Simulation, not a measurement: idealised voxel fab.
Module name: voxel transistor to metal (process module)
Cross-section cut spans 165 nm and uses square cells 5 nm in size.
Throughout this document, each cross-section is represented as a grid of square cells and is presented as a sequence of bands enumerated from the top downward, where a band comprises one or more rows of cells.
Each band's line starts with the height of the band's top and of its bottom, in nm. Then come its materials from left to right, each with its width in nm. One material with "throughout" fills the band from edge to edge. "air" is empty space.
The reference from which all heights are counted is 0, the level beneath which the as-received wafer is entirely one material; the lowest band, having no lower bound, proceeds downward and is written after the example "top 0, no bottom".
Note: "30->40" means the width goes from the first number (top row of the band) to the second number (bottom row) in equal steps per row of cells.
Any step labelled "remained the same" changed none of the cells in the cross-section.
Empty spaces without an open route to the top, at least 8 cells in extent, make up the entry "Catalogued sealed voids"; each is given as width x height at distance, where the distance is measured from the left edge, and all are in nm.
That trailing text on a step's line, after the settings, is the simulator's own remark on the step.
"overlay nm" answers the question of how far to the right of plan the mask lay on a step that has a mask, and when it is negative the answer is to the left.
Before/after cross-section pairs, one process step each; after shown to lowest changed band; step and settings beneath. Pairs may be from different runs of this module on the same starting wafer; a pair continues from the one above only where its "Snapshot before" entry says so.

Snapshot before:
> top 85, bottom 50 = SiO2=35 / Ru=5 / Cu=5 / Ru=5 / SiO2=65 / Ru=5 / Cu=5 / Ru=5 / SiO2=35
> top 50, bottom 45 = SiCN=35 / Ru=15 / SiCN=65 / Ru=15 / SiCN=35
> top 45, bottom 30 = SiO2=30 / SiN=5 / Ru=15 / SiN=5 / SiO2=55 / SiN=5 / Ru=15 / SiN=5 / SiO2=30
> top 30, bottom 25 = SiN=35 / TiN=15 / SiN=65 / TiN=15 / SiN=35
> top 25, bottom 10 = SiO2=35 / TiN=5 / Ru=5 / TiN=5 / SiO2=65 / TiN=5 / Ru=5 / TiN=5 / SiO2=35
> top 10, bottom 0 = SiO2=35 / TiN=5 / Ru=5 / TiN=5 / SiO2=10 / SiN=5 / HfO2=5 / TiN=5 / W=15 / TiN=5 / HfO2=5 / SiN=5 / SiO2=10 / TiN=5 / Ru=5 / TiN=5 / SiO2=35
> top 0, bottom -5 = SiO2=25 / SiN=5 / SiO2=5 / TiN=15 / SiGe=10 / SiN=5 / HfO2=5 / TiN=25 / HfO2=5 / SiN=5 / SiGe=10 / TiN=15 / SiO2=5 / SiN=5 / SiO2=25
> top -5, bottom -10 = SiO2=30 / SiGe=30 / SiO2=5 / HfO2=35 / SiO2=5 / SiGe=30 / SiO2=30
> top -10, bottom -15 = SiO2=30 / SiGe=30 / Si=45 / SiGe=30 / SiO2=30
> top -15, bottom -30 = SiO2=30 / Si=105 / SiO2=30
> top -30, no bottom = Si throughout
> Catalogued sealed voids: none

Resultant Cross-Section:
> top 90, bottom 85 = SiCN throughout
> Below 85, no change.
> Catalogued sealed voids: none
Process step (between the before and after cross-sections above): CONFORMAL_DEP [material SiCN] [thk nm 5]

Snapshot before:
> top 25, bottom 15 = aC throughout
> top 15, bottom 0 = SiN throughout
> top 0, bottom -5 = SiO2 throughout
> top -5, no bottom = Si throughout
> Catalogued sealed voids: none

Resultant Cross-Section:
> top 55, bottom 25 = resist=25 / air=115 / resist=25
> Below 25, no change.
> Catalogued sealed voids: none
Process step (between the before and after cross-sections above): PATTERN [tone open] [mask id ACTIVE] [material resist] [width nm 115] [thk nm 30] [overlay nm 0]

Snapshot before: this step begins from the cross-section that the pair just above shows after its step.

Resultant Cross-Section:
> top 45, bottom 25 = resist=25 / air=115 / resist=25
> top 25, bottom 15 = aC=25 / air=115 / aC=25
> Below 15, no change.
> Catalogued sealed voids: none
Process step (between the before and after cross-sections above): DIRECTIONAL_ETCH [etch materials aC] [depth nm 10]

Snapshot before: this step begins from the cross-section that the pair just above shows after its step.

Resultant Cross-Section:
> top 25, bottom 15 = aC=25 / air=115 / aC=25
> Below 15, no change.
> Catalogued sealed voids: none
Process step (between the before and after cross-sections above): STRIP [etch materials resist]

Snapshot before: this step begins from the cross-section that the pair just above shows after its step.

Resultant Cross-Section:
> top 25, bottom 15 = aC=25 / air=115 / aC=25
> top 15, bottom 0 = SiN=25 / air=115 / SiN=25
> Below 0, no change.
> Catalogued sealed voids: none
Process step (between the before and after cross-sections above): DIRECTIONAL_ETCH [etch materials SiN] [depth nm 15]

Snapshot before: this step begins from the cross-section that the pair just above shows after its step.

Resultant Cross-Section:
> top 25, bottom 15 = aC=25 / air=115 / aC=25
> top 15, bottom 0 = SiN=25 / air=115 / SiN=25
> top 0, bottom -5 = SiO2=25 / air=115 / SiO2=25
> Below -5, no change.
> Catalogued sealed voids: none
Process step (between the before and after cross-sections above): DIRECTIONAL_ETCH [etch materials SiO2] [depth nm 5]

Snapshot before: this step begins from the cross-section that the pair just above shows after its step.

Resultant Cross-Section:
> top 25, bottom 15 = aC=25 / air=115 / aC=25
> top 15, bottom 0 = SiN=25 / air=115 / SiN=25
> top 0, bottom -5 = SiO2=25 / air=115 / SiO2=25
> top -5, bottom -25 = Si=25 / air=115 / Si=25
> Below -25, no change.
> Catalogued sealed voids: none
Process step (between the before and after cross-sections above): DIRECTIONAL_ETCH [etch materials Si] [depth nm 20]

Snapshot before: this step begins from the cross-section that the pair just above shows after its step.

Resultant Cross-Section:
> top 15, bottom 0 = SiN=25 / air=115 / SiN=25
> Below 0, no change.
> Catalogued sealed voids: none
Process step (between the before and after cross-sections above): STRIP [etch materials aC]

Snapshot before: this step begins from the cross-section that the pair just above shows after its step.

Resultant Cross-Section:
> top 15, bottom 0 = SiN=25 / air=115 / SiN=25
> top 0, bottom -5 = SiO2=25 / air=115 / SiO2=25
> top -5, bottom -25 = Si=20 / SiO2=5 / air=115 / SiO2=5 / Si=20
> top -25, bottom -30 = Si=20 / SiO2=125 / Si=20
> Below -30, no change.
> Catalogued sealed voids: none
Process step (between the before and after cross-sections above): OXIDIZE [depth nm 5]

Snapshot before: this step begins from the cross-section that the pair just above shows after its step.

Resultant Cross-Section:
> top 30, bottom 15 = SiO2 throughout
> top 15, bottom 0 = SiN=25 / SiO2=115 / SiN=25
> top 0, bottom -5 = SiO2 throughout
> top -5, bottom -30 = Si=20 / SiO2=125 / Si=20
> Below -30, no change.
> Catalogued sealed voids: none
Process step (between the before and after cross-sections above): FILL_DEP [material SiO2] [thk nm 15]

Snapshot before: this step begins from the cross-section that the pair just above shows after its step.

Resultant Cross-Section:
> top 15, bottom 0 = SiN=25 / SiO2=115 / SiN=25
> Below 0, no change.
> Catalogued sealed voids: none
Process step (between the before and after cross-sections above): CMP [height nm 15]

Snapshot before: this step begins from the cross-section that the pair just above shows after its step.

Resultant Cross-Section:
> top 15, bottom 5 = SiN=25 / air=115 / SiN=25
> Below 5, no change.
> Catalogued sealed voids: none
Process step (between the before and after cross-sections above): SELECTIVE_ETCH [etch materials SiO2] [depth nm 10]

Snapshot before: this step begins from the cross-section that the pair just above shows after its step.

Resultant Cross-Section:
> top 5, bottom 0 = air=25 / SiO2=115 / air=25
> Below 0, no change.
> Catalogued sealed voids: none
Process step (between the before and after cross-sections above): STRIP [etch materials SiN]

Snapshot before: this step begins from the cross-section that the pair just above shows after its step.

Resultant Cross-Section:
> top 0, bottom -5 = air=30 / SiO2=105 / air=30
> Below -5, no change.
> Catalogued sealed voids: none
Process step (between the before and after cross-sections above): SELECTIVE_ETCH [etch materials SiO2] [depth nm 5]

Snapshot before: this step begins from the cross-section that the pair just above shows after its step.

Resultant Cross-Section:
> top 0, bottom -5 = air=30 / SiO2=105 / air=30
> top -5, bottom -10 = SiO2 throughout
> Below -10, no change.
> Catalogued sealed voids: none
Process step (between the before and after cross-sections above): OXIDIZE [depth nm 5]

Snapshot before: this step begins from the cross-section that the pair just above shows after its step.

Resultant Cross-Section:
> top 20, bottom 15 = air=30 / polySi=105 / air=30
> top 15, bottom 0 = polySi throughout
> top 0, bottom -5 = polySi=30 / SiO2=105 / polySi=30
> Below -5, no change.
> Catalogued sealed voids: none
Process step (between the before and after cross-sections above): DIRECTIONAL_DEP [material polySi] [thk nm 20]

Snapshot before: this step begins from the cross-section that the pair just above shows after its step.

Resultant Cross-Section:
> top 35, bottom 30 = air=30 / SiCN=105 / air=30
> top 30, bottom 20 = SiCN throughout
> top 20, bottom 15 = SiCN=30 / polySi=105 / SiCN=30
> Below 15, no change.
> Catalogued sealed voids: none
Process step (between the before and after cross-sections above): DIRECTIONAL_DEP [material SiCN] [thk nm 15]

Snapshot before: this step begins from the cross-section that the pair just above shows after its step.

Resultant Cross-Section:
> top 35, bottom 20 = air=70 / SiCN=25 / air=70
> top 20, bottom 15 = air=30 / polySi=105 / air=30
> Below 15, no change.
> Catalogued sealed voids: none
Process step (between the before and after cross-sections above): MASKED_ETCH [tone cover] [mask id GATE] [width nm 25] [etch materials SiCN] [depth nm 25] [overlay nm 0]

Snapshot before: this step begins from the cross-section that the pair just above shows after its step.

Resultant Cross-Section:
> top 35, bottom 20 = air=70 / SiCN=25 / air=70
> top 20, bottom 0 = air=70 / polySi=25 / air=70
> top 0, bottom -5 = air=30 / SiO2=105 / air=30
> Below -5, no change.
> Catalogued sealed voids: none
Process step (between the before and after cross-sections above): MASKED_ETCH [tone cover] [mask id GATE] [width nm 25] [etch materials polySi] [depth nm 30] [overlay nm 0]

Snapshot before: this step begins from the cross-section that the pair just above shows after its step.

Resultant Cross-Section:
> top 40, bottom 35 = air=65 / SiO2=35 / air=65
> top 35, bottom 20 = air=65 / SiO2=5 / SiCN=25 / SiO2=5 / air=65
> top 20, bottom 5 = air=65 / SiO2=5 / polySi=25 / SiO2=5 / air=65
> top 5, bottom 0 = air=25 / SiO2=45 / polySi=25 / SiO2=45 / air=25
> top 0, bottom -10 = SiO2 throughout
> Below -10, no change.
> Catalogued sealed voids: none
Process step (between the before and after cross-sections above): CONFORMAL_DEP [material SiO2] [thk nm 5]

Snapshot before: this step begins from the cross-section that the pair just above shows after its step.

Resultant Cross-Section:
> top 35, bottom 20 = air=65 / SiO2=5 / SiCN=25 / SiO2=5 / air=65
> top 20, bottom 0 = air=65 / SiO2=5 / polySi=25 / SiO2=5 / air=65
> top 0, bottom -5 = air=25 / SiO2=115 / air=25
> Below -5, no change.
> Catalogued sealed voids: none
Process step (between the before and after cross-sections above): DIRECTIONAL_ETCH [etch materials SiO2] [depth nm 5]

Snapshot before: this step begins from the cross-section that the pair just above shows after its step.

Resultant Cross-Section:
> top 40, bottom 35 = air=60 / SiN=45 / air=60
> top 35, bottom 20 = air=60 / SiN=5 / SiO2=5 / SiCN=25 / SiO2=5 / SiN=5 / air=60
> top 20, bottom 5 = air=60 / SiN=5 / SiO2=5 / polySi=25 / SiO2=5 / SiN=5 / air=60
> top 5, bottom 0 = air=20 / SiN=45 / SiO2=5 / polySi=25 / SiO2=5 / SiN=45 / air=20
> top 0, bottom -5 = SiN=25 / SiO2=115 / SiN=25
> Below -5, no change.
> Catalogued sealed voids: none
Process step (between the before and after cross-sections above): CONFORMAL_DEP [material SiN] [thk nm 5]

Snapshot before: this step begins from the cross-section that the pair just above shows after its step.

Resultant Cross-Section:
> top 35, bottom 20 = air=60 / SiN=5 / SiO2=5 / SiCN=25 / SiO2=5 / SiN=5 / air=60
> top 20, bottom 0 = air=60 / SiN=5 / SiO2=5 / polySi=25 / SiO2=5 / SiN=5 / air=60
> top 0, bottom -5 = air=20 / SiN=5 / SiO2=115 / SiN=5 / air=20
> Below -5, no change.
> Catalogued sealed voids: none
Process step (between the before and after cross-sections above): DIRECTIONAL_ETCH [etch materials SiN] [depth nm 5]

Snapshot before: this step begins from the cross-section that the pair just above shows after its step.

Resultant Cross-Section:
> top 35, bottom 30 = air=60 / SiN=5 / air=5 / SiCN=25 / air=5 / SiN=5 / air=60
> top 30, bottom 20 = air=60 / SiN=5 / SiO2=5 / SiCN=25 / SiO2=5 / SiN=5 / air=60
> top 20, bottom 0 = air=60 / SiN=5 / SiO2=5 / polySi=25 / SiO2=5 / SiN=5 / air=60
> top 0, bottom -5 = air=20 / SiN=5 / air=35 / SiO2=45 / air=35 / SiN=5 / air=20
> top -5, bottom -10 = air=20 / SiO2=125 / air=20
> Below -10, no change.
> Catalogued sealed voids: none
Process step (between the before and after cross-sections above): DIRECTIONAL_ETCH [etch materials SiO2] [depth nm 5]

Snapshot before: this step begins from the cross-section that the pair just above shows after its step.

Resultant Cross-Section:
> top 35, bottom 30 = air=60 / SiN=5 / air=5 / SiCN=25 / air=5 / SiN=5 / air=60
> top 30, bottom 20 = air=60 / SiN=5 / SiO2=5 / SiCN=25 / SiO2=5 / SiN=5 / air=60
> top 20, bottom 0 = air=60 / SiN=5 / SiO2=5 / polySi=25 / SiO2=5 / SiN=5 / air=60
> top 0, bottom -5 = air=20 / SiN=5 / air=35 / SiO2=45 / air=35 / SiN=5 / air=20
> top -5, bottom -15 = air=20 / SiO2=125 / air=20
> Below -15, no change.
> Catalogued sealed voids: none
Process step (between the before and after cross-sections above): DIRECTIONAL_ETCH [etch materials Si] [depth nm 5]

Snapshot before: this step begins from the cross-section that the pair just above shows after its step.

Resultant Cross-Section:
> top 35, bottom 30 = air=60 / SiN=5 / air=5 / SiCN=25 / air=5 / SiN=5 / air=60
> top 30, bottom 20 = air=60 / SiN=5 / SiO2=5 / SiCN=25 / SiO2=5 / SiN=5 / air=60
> top 20, bottom 0 = air=60 / SiN=5 / SiO2=5 / polySi=25 / SiO2=5 / SiN=5 / air=60
> top 0, bottom -5 = air=20 / SiN=5 / air=35 / SiO2=45 / air=35 / SiN=5 / air=20
> top -5, bottom -15 = SiGe=20 / SiO2=125 / SiGe=20
> Below -15, no change.
> Catalogued sealed voids: none
Process step (between the before and after cross-sections above): EPI [material SiGe] [thk nm 10]

Snapshot before: this step begins from the cross-section that the pair just above shows after its step.

Resultant Cross-Section:
> top 40, bottom 35 = SiO2 throughout
> top 35, bottom 20 = SiO2=60 / SiN=5 / SiO2=5 / SiCN=25 / SiO2=5 / SiN=5 / SiO2=60
> top 20, bottom 0 = SiO2=60 / SiN=5 / SiO2=5 / polySi=25 / SiO2=5 / SiN=5 / SiO2=60
> top 0, bottom -5 = SiO2=20 / SiN=5 / SiO2=115 / SiN=5 / SiO2=20
> Below -5, no change.
> Catalogued sealed voids: none
Process step (between the before and after cross-sections above): FILL_DEP [material SiO2] [thk nm 5]

Snapshot before: this step begins from the cross-section that the pair just above shows after its step.

Resultant Cross-Section:
> top 15, bottom 0 = SiO2=60 / SiN=5 / SiO2=5 / polySi=25 / SiO2=5 / SiN=5 / SiO2=60
> Below 0, no change.
> Catalogued sealed voids: none
Process step (between the before and after cross-sections above): CMP [height nm 15]

Snapshot before: this step begins from the cross-section that the pair just above shows after its step.

Resultant Cross-Section:
> top 15, bottom 0 = SiO2=60 / SiN=5 / SiO2=5 / air=25 / SiO2=5 / SiN=5 / SiO2=60
> Below 0, no change.
> Catalogued sealed voids: none
Process step (between the before and after cross-sections above): STRIP [etch materials polySi]

Snapshot before: this step begins from the cross-section that the pair just above shows after its step.

Resultant Cross-Section:
> top 15, bottom 10 = air=60 / SiN=5 / air=35 / SiN=5 / air=60
> top 10, bottom 0 = SiO2=60 / SiN=5 / air=35 / SiN=5 / SiO2=60
> top 0, bottom -5 = SiO2=20 / SiN=5 / SiO2=40 / air=35 / SiO2=40 / SiN=5 / SiO2=20
> Below -5, no change.
> Catalogued sealed voids: none
Process step (between the before and after cross-sections above): SELECTIVE_ETCH [etch materials SiO2] [depth nm 5]

Snapshot before: this step begins from the cross-section that the pair just above shows after its step.

Resultant Cross-Section:
> top 20, bottom 15 = air=55 / HfO2=15 / air=25 / HfO2=15 / air=55
> top 15, bottom 10 = HfO2=60 / SiN=5 / HfO2=5 / air=25 / HfO2=5 / SiN=5 / HfO2=60
> top 10, bottom 0 = SiO2=60 / SiN=5 / HfO2=5 / air=25 / HfO2=5 / SiN=5 / SiO2=60
> top 0, bottom -5 = SiO2=20 / SiN=5 / SiO2=40 / HfO2=35 / SiO2=40 / SiN=5 / SiO2=20
> Below -5, no change.
> Catalogued sealed voids: none
Process step (between the before and after cross-sections above): CONFORMAL_DEP [material HfO2] [thk nm 5]

Snapshot before: this step begins from the cross-section that the pair just above shows after its step.

Resultant Cross-Section:
> top 25, bottom 20 = air=50 / TiN=25 / air=15 / TiN=25 / air=50
> top 20, bottom 15 = TiN=55 / HfO2=15 / TiN=5 / air=15 / TiN=5 / HfO2=15 / TiN=55
> top 15, bottom 10 = HfO2=60 / SiN=5 / HfO2=5 / TiN=5 / air=15 / TiN=5 / HfO2=5 / SiN=5 / HfO2=60
> top 10, bottom 5 = SiO2=60 / SiN=5 / HfO2=5 / TiN=5 / air=15 / TiN=5 / HfO2=5 / SiN=5 / SiO2=60
> top 5, bottom 0 = SiO2=60 / SiN=5 / HfO2=5 / TiN=25 / HfO2=5 / SiN=5 / SiO2=60
> Below 0, no change.
> Catalogued sealed voids: none
Process step (between the before and after cross-sections above): CONFORMAL_DEP [material TiN] [thk nm 5]

Snapshot before: this step begins from the cross-section that the pair just above shows after its step.

Resultant Cross-Section:
> top 30, bottom 25 = W throughout
> top 25, bottom 20 = W=50 / TiN=25 / W=15 / TiN=25 / W=50
> top 20, bottom 15 = TiN=55 / HfO2=15 / TiN=5 / W=15 / TiN=5 / HfO2=15 / TiN=55
> top 15, bottom 10 = HfO2=60 / SiN=5 / HfO2=5 / TiN=5 / W=15 / TiN=5 / HfO2=5 / SiN=5 / HfO2=60
> top 10, bottom 5 = SiO2=60 / SiN=5 / HfO2=5 / TiN=5 / W=15 / TiN=5 / HfO2=5 / SiN=5 / SiO2=60
> Below 5, no change.
> Catalogued sealed voids: none
Process step (between the before and after cross-sections above): FILL_DEP [material W] [thk nm 5]

Snapshot before: this step begins from the cross-section that the pair just above shows after its step.

Resultant Cross-Section:
> top 10, bottom 5 = SiO2=60 / SiN=5 / HfO2=5 / TiN=5 / W=15 / TiN=5 / HfO2=5 / SiN=5 / SiO2=60
> Below 5, no change.
> Catalogued sealed voids: none
Process step (between the before and after cross-sections above): CMP [height nm 10]

Snapshot before: this step begins from the cross-section that the pair just above shows after its step.

Resultant Cross-Section:
> top 25, bottom 10 = SiO2 throughout
> Below 10, no change.
> Catalogued sealed voids: none
Process step (between the before and after cross-sections above): DIRECTIONAL_DEP [material SiO2] [thk nm 15]

Snapshot before: this step begins from the cross-section that the pair just above shows after its step.

Resultant Cross-Section:
> top 40, bottom 25 = resist=35 / air=15 / resist=65 / air=15 / resist=35
> Below 25, no change.
> Catalogued sealed voids: none
Process step (between the before and after cross-sections above): PATTERN [tone open] [mask id CONTACT] [material resist] [width nm 15] [pitch nm 80] [thk nm 15] [overlay nm 0]

Snapshot before: this step begins from the cross-section that the pair just above shows after its step.

Resultant Cross-Section:
> top 40, bottom 25 = resist=35 / air=15 / resist=65 / air=15 / resist=35
> top 25, bottom 10 = SiO2=35 / air=15 / SiO2=65 / air=15 / SiO2=35
> top 10, bottom 5 = SiO2=35 / air=15 / SiO2=10 / SiN=5 / HfO2=5 / TiN=5 / W=15 / TiN=5 / HfO2=5 / SiN=5 / SiO2=10 / air=15 / SiO2=35
> top 5, bottom 0 = SiO2=35 / air=15 / SiO2=10 / SiN=5 / HfO2=5 / TiN=25 / HfO2=5 / SiN=5 / SiO2=10 / air=15 / SiO2=35
> top 0, bottom -5 = SiO2=20 / SiN=5 / SiO2=10 / air=15 / SiO2=15 / HfO2=35 / SiO2=15 / air=15 / SiO2=10 / SiN=5 / SiO2=20
> Below -5, no change.
> Catalogued sealed voids: none
Process step (between the before and after cross-sections above): DIRECTIONAL_ETCH [etch materials SiO2] [depth nm 30]

Snapshot before: this step begins from the cross-section that the pair just above shows after its step.

Resultant Cross-Section:
> top 25, bottom 10 = SiO2=35 / air=15 / SiO2=65 / air=15 / SiO2=35
> Below 10, no change.
> Catalogued sealed voids: none
Process step (between the before and after cross-sections above): STRIP [etch materials resist]

Snapshot before: this step begins from the cross-section that the pair just above shows after its step.

Resultant Cross-Section:
> top 30, bottom 25 = TiN=40 / air=5 / TiN=75 / air=5 / TiN=40
> top 25, bottom 10 = SiO2=35 / TiN=5 / air=5 / TiN=5 / SiO2=65 / TiN=5 / air=5 / TiN=5 / SiO2=35
> top 10, bottom 5 = SiO2=35 / TiN=5 / air=5 / TiN=5 / SiO2=10 / SiN=5 / HfO2=5 / TiN=5 / W=15 / TiN=5 / HfO2=5 / SiN=5 / SiO2=10 / TiN=5 / air=5 / TiN=5 / SiO2=35
> top 5, bottom 0 = SiO2=35 / TiN=5 / air=5 / TiN=5 / SiO2=10 / SiN=5 / HfO2=5 / TiN=25 / HfO2=5 / SiN=5 / SiO2=10 / TiN=5 / air=5 / TiN=5 / SiO2=35
> top 0, bottom -5 = SiO2=20 / SiN=5 / SiO2=10 / TiN=15 / SiO2=15 / HfO2=35 / SiO2=15 / TiN=15 / SiO2=10 / SiN=5 / SiO2=20
> Below -5, no change.
> Catalogued sealed voids: none
Process step (between the before and after cross-sections above): CONFORMAL_DEP [material TiN] [thk nm 5]

Snapshot before: this step begins from the cross-section that the pair just above shows after its step.

Resultant Cross-Section:
> top 35, bottom 30 = Ru throughout
> top 30, bottom 25 = TiN=40 / Ru=5 / TiN=75 / Ru=5 / TiN=40
> top 25, bottom 10 = SiO2=35 / TiN=5 / Ru=5 / TiN=5 / SiO2=65 / TiN=5 / Ru=5 / TiN=5 / SiO2=35
> top 10, bottom 5 = SiO2=35 / TiN=5 / Ru=5 / TiN=5 / SiO2=10 / SiN=5 / HfO2=5 / TiN=5 / W=15 / TiN=5 / HfO2=5 / SiN=5 / SiO2=10 / TiN=5 / Ru=5 / TiN=5 / SiO2=35
> top 5, bottom 0 = SiO2=35 / TiN=5 / Ru=5 / TiN=5 / SiO2=10 / SiN=5 / HfO2=5 / TiN=25 / HfO2=5 / SiN=5 / SiO2=10 / TiN=5 / Ru=5 / TiN=5 / SiO2=35
> Below 0, no change.
> Catalogued sealed voids: none
Process step (between the before and after cross-sections above): FILL_DEP [material Ru] [thk nm 5]

Snapshot before: this step begins from the cross-section that the pair just above shows after its step.

Resultant Cross-Section:
> top 25, bottom 10 = SiO2=35 / TiN=5 / Ru=5 / TiN=5 / SiO2=65 / TiN=5 / Ru=5 / TiN=5 / SiO2=35
> Below 10, no change.
> Catalogued sealed voids: none
Process step (between the before and after cross-sections above): CMP [height nm 25]

Snapshot before: this step begins from the cross-section that the pair just above shows after its step.

Resultant Cross-Section:
> top 30, bottom 25 = TiN throughout
> Below 25, no change.
> Catalogued sealed voids: none
Process step (between the before and after cross-sections above): DIRECTIONAL_DEP [material TiN] [thk nm 5]

Snapshot before: this step begins from the cross-section that the pair just above shows after its step.

Resultant Cross-Section:
> top 45, bottom 30 = Ru throughout
> Below 30, no change.
> Catalogued sealed voids: none
Process step (between the before and after cross-sections above): DIRECTIONAL_DEP [material Ru] [thk nm 15]

Snapshot before: this step begins from the cross-section that the pair just above shows after its step.

Resultant Cross-Section:
> top 45, bottom 30 = air=35 / Ru=15 / air=65 / Ru=15 / air=35
> Below 30, no change.
> Catalogued sealed voids: none
Process step (between the before and after cross-sections above): MASKED_ETCH [tone cover] [mask id METAL_1] [width nm 15] [pitch nm 80] [etch materials Ru] [depth nm 15] [overlay nm 0]

Snapshot before: this step begins from the cross-section that the pair just above shows after its step.

Resultant Cross-Section:
> top 45, bottom 30 = air=35 / Ru=15 / air=65 / Ru=15 / air=35
> top 30, bottom 25 = air=35 / TiN=15 / air=65 / TiN=15 / air=35
> Below 25, no change.
> Catalogued sealed voids: none
Process step (between the before and after cross-sections above): MASKED_ETCH [tone cover] [mask id METAL_1] [width nm 15] [pitch nm 80] [etch materials TiN] [depth nm 5] [overlay nm 0]

Snapshot before: this step begins from the cross-section that the pair just above shows after its step.

Resultant Cross-Section:
> top 50, bottom 45 = air=30 / SiN=25 / air=55 / SiN=25 / air=30
> top 45, bottom 30 = air=30 / SiN=5 / Ru=15 / SiN=5 / air=55 / SiN=5 / Ru=15 / SiN=5 / air=30
> top 30, bottom 25 = SiN=35 / TiN=15 / SiN=65 / TiN=15 / SiN=35
> Below 25, no change.
> Catalogued sealed voids: none
Process step (between the before and after cross-sections above): CONFORMAL_DEP [material SiN] [thk nm 5]

Snapshot before: this step begins from the cross-section that the pair just above shows after its step.

Resultant Cross-Section:
> top 55, bottom 50 = SiO2 throughout
> top 50, bottom 45 = SiO2=30 / SiN=25 / SiO2=55 / SiN=25 / SiO2=30
> top 45, bottom 30 = SiO2=30 / SiN=5 / Ru=15 / SiN=5 / SiO2=55 / SiN=5 / Ru=15 / SiN=5 / SiO2=30
> Below 30, no change.
> Catalogued sealed voids: none
Process step (between the before and after cross-sections above): FILL_DEP [material SiO2] [thk nm 5]

Snapshot before: this step begins from the cross-section that the pair just above shows after its step.

Resultant Cross-Section:
> top 45, bottom 30 = SiO2=30 / SiN=5 / Ru=15 / SiN=5 / SiO2=55 / SiN=5 / Ru=15 / SiN=5 / SiO2=30
> Below 30, no change.
> Catalogued sealed voids: none
Process step (between the before and after cross-sections above): CMP [height nm 45]

Snapshot before: this step begins from the cross-section that the pair just above shows after its step.

Resultant Cross-Section:
> top 50, bottom 45 = SiCN throughout
> Below 45, no change.
> Catalogued sealed voids: none
Process step (between the before and after cross-sections above): CONFORMAL_DEP [material SiCN] [thk nm 5]

Snapshot before: this step begins from the cross-section that the pair just above shows after its step.

Resultant Cross-Section:
> top 85, bottom 50 = SiO2 throughout
> Below 50, no change.
> Catalogued sealed voids: none
Process step (between the before and after cross-sections above): DIRECTIONAL_DEP [material SiO2] [thk nm 35]

Snapshot before: this step begins from the cross-section that the pair just above shows after its step.

Resultant Cross-Section:
> top 105, bottom 85 = resist=35 / air=15 / resist=65 / air=15 / resist=35
> Below 85, no change.
> Catalogued sealed voids: none
Process step (between the before and after cross-sections above): PATTERN [tone open] [mask id METAL_2] [material resist] [width nm 15] [pitch nm 80] [thk nm 20] [overlay nm 0]

Snapshot before: this step begins from the cross-section that the pair just above shows after its step.

Resultant Cross-Section:
> top 105, bottom 85 = resist=35 / air=15 / resist=65 / air=15 / resist=35
> top 85, bottom 65 = SiO2=35 / air=15 / SiO2=65 / air=15 / SiO2=35
> Below 65, no change.
> Catalogued sealed voids: none
Process step (between the before and after cross-sections above): DIRECTIONAL_ETCH [etch materials SiO2] [depth nm 20]

Snapshot before: this step begins from the cross-section that the pair just above shows after its step.

Resultant Cross-Section:
> top 85, bottom 65 = SiO2=35 / air=15 / SiO2=65 / air=15 / SiO2=35
> Below 65, no change.
> Catalogued sealed voids: none
Process step (between the before and after cross-sections above): STRIP [etch materials resist]

Snapshot before: this step begins from the cross-section that the pair just above shows after its step.

Resultant Cross-Section:
> top 100, bottom 85 = resist=35 / air=15 / resist=65 / air=15 / resist=35
> Below 85, no change.
> Catalogued sealed voids: none
Process step (between the before and after cross-sections above): PATTERN [tone open] [mask id METAL_2_HOLES] [material resist] [width nm 15] [pitch nm 80] [thk nm 15] [overlay nm 0]

Snapshot before: this step begins from the cross-section that the pair just above shows after its step.

Resultant Cross-Section:
> top 100, bottom 85 = resist=35 / air=15 / resist=65 / air=15 / resist=35
> top 85, bottom 50 = SiO2=35 / air=15 / SiO2=65 / air=15 / SiO2=35
> Below 50, no change.
> Catalogued sealed voids: none
Process step (between the before and after cross-sections above): DIRECTIONAL_ETCH [etch materials SiO2] [depth nm 15]

Snapshot before: this step begins from the cross-section that the pair just above shows after its step.

Resultant Cross-Section:
> top 100, bottom 85 = resist=35 / air=15 / resist=65 / air=15 / resist=35
> top 85, bottom 50 = SiO2=35 / air=15 / SiO2=65 / air=15 / SiO2=35
> top 50, bottom 45 = SiCN=35 / air=15 / SiCN=65 / air=15 / SiCN=35
> Below 45, no change.
> Catalogued sealed voids: none
Process step (between the before and after cross-sections above): DIRECTIONAL_ETCH [etch materials SiCN] [depth nm 5]

Snapshot before: this step begins from the cross-section that the pair just above shows after its step.

Resultant Cross-Section:
> top 85, bottom 50 = SiO2=35 / air=15 / SiO2=65 / air=15 / SiO2=35
> Below 50, no change.
> Catalogued sealed voids: none
Process step (between the before and after cross-sections above): STRIP [etch materials resist]

Snapshot before: this step begins from the cross-section that the pair just above shows after its step.

Resultant Cross-Section:
> top 90, bottom 85 = TiN=40 / air=5 / TiN=75 / air=5 / TiN=40
> top 85, bottom 50 = SiO2=35 / TiN=5 / air=5 / TiN=5 / SiO2=65 / TiN=5 / air=5 / TiN=5 / SiO2=35
> top 50, bottom 45 = SiCN=35 / TiN=15 / SiCN=65 / TiN=15 / SiCN=35
> Below 45, no change.
> Catalogued sealed voids: none
Process step (between the before and after cross-sections above): CONFORMAL_DEP [material TiN] [thk nm 5]

Snapshot before: this step begins from the cross-section that the pair just above shows after its step.

Resultant Cross-Section:
> top 95, bottom 90 = Cu throughout
> top 90, bottom 85 = TiN=40 / Cu=5 / TiN=75 / Cu=5 / TiN=40
> top 85, bottom 50 = SiO2=35 / TiN=5 / Cu=5 / TiN=5 / SiO2=65 / TiN=5 / Cu=5 / TiN=5 / SiO2=35
> Below 50, no change.
> Catalogued sealed voids: none
Process step (between the before and after cross-sections above): FILL_DEP [material Cu] [thk nm 5]

Snapshot before: this step begins from the cross-section that the pair just above shows after its step.

Resultant Cross-Section:
> top 85, bottom 50 = SiO2=35 / TiN=5 / Cu=5 / TiN=5 / SiO2=65 / TiN=5 / Cu=5 / TiN=5 / SiO2=35
> Below 50, no change.
> Catalogued sealed voids: none
Process step (between the before and after cross-sections above): CMP [height nm 85]

Snapshot before: this step begins from the cross-section that the pair just above shows after its step.

Resultant Cross-Section:
> top 90, bottom 85 = SiCN throughout
> Below 85, no change.
> Catalogued sealed voids: none
Process step (between the before and after cross-sections above): CONFORMAL_DEP [material SiCN] [thk nm 5]
